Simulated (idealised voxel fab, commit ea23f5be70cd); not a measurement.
process module | voxel wiring stack
cross-section cut | 185 nm wide | cells 5 nm
A cross-section is a grid of square cells, given in bands from the top down. A band is one or more rows of cells.
Each band's line starts with the height of the band's top and of its bottom, in nm. Then come its materials from left to right, each with its width in nm. One material with "throughout" fills the band from edge to edge. "air" is empty space.
Height 0 is the level under which the wafer as received is all one material. The lowest band goes on downwards, as in "0 down".
A width such as "30 to 40" changes by the same amount from each row of cells to the next, from the band's top row to its bottom row.
"no change" after a step means that no cell of the cross-section changed.
closed voids: empty space of 8 cells or more with no open way to the top, each as width x height at its distance from the left edge, in nm
after a step's settings: what the simulator itself notes on the step
overlay nm, on a step with a mask: how far to the right of its planned place the mask lay; to the left if negative
plan
1 op RECEIVE | material Si
2 op CONFORMAL_DEP | material SiO2 | thk nm 15
3 op CONFORMAL_DEP | material SiCN | thk nm 5
4 op DIRECTIONAL_DEP | material SiO2 | thk nm 20
5 op MASKED_ETCH | tone open | mask id METAL_1 | width nm 30 | pitch nm 60 | etch materials SiO2 | depth nm 20 | overlay nm 0
6 op MASKED_ETCH | tone open | mask id METAL_1 | width nm 30 | pitch nm 60 | etch materials SiCN | depth nm 5 | overlay nm 0
7 op CONFORMAL_DEP | material TiN | thk nm 5
8 op FILL_DEP | material Ru | thk nm 10
9 op CMP | height nm 40
10 op CONFORMAL_DEP | material SiCN | thk nm 5
11 op DIRECTIONAL_DEP | material SiO2 | thk nm 25
12 op PATTERN | tone open | mask id METAL_2 | material resist | width nm 30 | pitch nm 60 | thk nm 15 | overlay nm 0
13 op DIRECTIONAL_ETCH | etch materials SiO2 | depth nm 15
14 op STRIP | etch materials resist
15 op MASKED_ETCH | tone open | mask id METAL_2_HOLES | width nm 15 | pitch nm 60 | etch materials SiO2 | depth nm 10 | overlay nm 0
16 op MASKED_ETCH | tone open | mask id METAL_2_HOLES | width nm 15 | pitch nm 60 | etch materials SiCN | depth nm 5 | overlay nm 0
17 op CONFORMAL_DEP | material TiN | thk nm 5
18 op FILL_DEP | material Cu | thk nm 10
19 op CMP | height nm 70
20 op CONFORMAL_DEP | material SiCN | thk nm 5
21 op DIRECTIONAL_DEP | material SiO2 | thk nm 35
22 op MASKED_ETCH | tone open | mask id METAL_3_HOLES | width nm 15 | pitch nm 120 | etch materials SiO2 | depth nm 35 | overlay nm 0
23 op MASKED_ETCH | tone open | mask id METAL_3 | width nm 30 | pitch nm 60 | etch materials SiO2 | depth nm 20 | overlay nm 0
24 op MASKED_ETCH | tone open | mask id METAL_3 | width nm 30 | pitch nm 60 | etch materials SiCN | depth nm 5 | overlay nm 0
25 op CONFORMAL_DEP | material TiN | thk nm 5
26 op FILL_DEP | material Ru | thk nm 5
27 op CMP | height nm 110
28 op CONFORMAL_DEP | material SiCN | thk nm 5
varied across the wafers: thk nm of step 20. The plan shows the first wafer's value. All wafers start alike
first wafer as received, after step 1
  0 down: Si throughout
  closed voids: none
each wafer at the end: cells of each material gained (+) or lost (-) since it was received, then its closed voids
thk nm 5 | +33 Cu | +92 Ru | +115 SiCN | +469 SiO2 | +142 TiN | closed voids: none
thk nm 10 | +33 Cu | +80 Ru | +152 SiCN | +450 SiO2 | +136 TiN | closed voids: none
thk nm 15 | +33 Cu | +68 Ru | +189 SiCN | +431 SiO2 | +130 TiN | closed voids: none
thk nm 20 | +33 Cu | +56 Ru | +226 SiCN | +412 SiO2 | +124 TiN | closed voids: none
